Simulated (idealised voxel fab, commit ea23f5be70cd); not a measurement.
process module | voxel self aligned contacts
cross-section cut | 290 nm wide | cells 5 nm
A cross-section is a grid of square cells, given in bands from the top down. A band is one or more rows of cells.
Each band's line starts with the height of the band's top and of its bottom, in nm. Then come its materials from left to right, each with its width in nm. One material with "throughout" fills the band from edge to edge. "air" is empty space.
Height 0 is the level under which the wafer as received is all one material. The lowest band goes on downwards, as in "0 down".
A width such as "30 to 40" changes by the same amount from each row of cells to the next, from the band's top row to its bottom row.
"no change" after a step means that no cell of the cross-section changed.
closed voids: empty space of 8 cells or more with no open way to the top, each as width x height at its distance from the left edge, in nm
after a step's settings: what the simulator itself notes on the step
overlay nm, on a step with a mask: how far to the right of its planned place the mask lay; to the left if negative
plan
1 op RECEIVE | material Si
2 op CONFORMAL_DEP | material SiO2 | thk nm 5
3 op DIRECTIONAL_DEP | material polySi | thk nm 25
4 op DIRECTIONAL_DEP | material SiN | thk nm 15
5 op PATTERN | tone cover | mask id GATE | material resist | width nm 35 | pitch nm 60 | thk nm 15 | overlay nm 0
6 op DIRECTIONAL_ETCH | etch materials SiN | depth nm 15
7 op DIRECTIONAL_ETCH | etch materials polySi | depth nm 25
8 op STRIP | etch materials resist
9 op CONFORMAL_DEP | material SiN | thk nm 5
10 op DIRECTIONAL_ETCH | etch materials SiN | depth nm 5
11 op FILL_DEP | material SiO2 | thk nm 20
12 op CMP | height nm 55
13 op DIRECTIONAL_DEP | material aC | thk nm 15
14 op PATTERN | tone open | mask id CONTACT | material resist | width nm 35 | thk nm 35 | overlay nm 0
15 op DIRECTIONAL_ETCH | etch materials aC | depth nm 15
16 op STRIP | etch materials resist
17 op DIRECTIONAL_ETCH | etch materials SiO2 | depth nm 55
18 op STRIP | etch materials aC
19 op CONFORMAL_DEP | material TiN | thk nm 5
20 op FILL_DEP | material Ru | thk nm 10
21 op CMP | height nm 55
22 op CONFORMAL_DEP | material SiCN | thk nm 5
as received, after step 1
  0 down: Si throughout
  closed voids: none
a wafer at the end: this start, this plan, one mistake
  60 to 55: SiCN throughout
  55 to 45: SiO2 125 | TiN 5 to 15 | Ru 25 to 5 | TiN 5 to 15 | SiO2 130
  45 to 40: SiO2 90 | SiN 45 | TiN 5 | Ru 5 | TiN 5 | SiN 45 | SiO2 95
  40 to 35: SiO2 90 | SiN 45 | TiN 15 | SiN 45 | SiO2 95
  35 to 30: SiN throughout
  30 to 5: polySi throughout
  5 to 0: SiO2 throughout
  0 down: Si throughout
  closed voids: none
what went wrong: step 6 ran as: op DIRECTIONAL_ETCH | etch materials SiN | depth nm 10
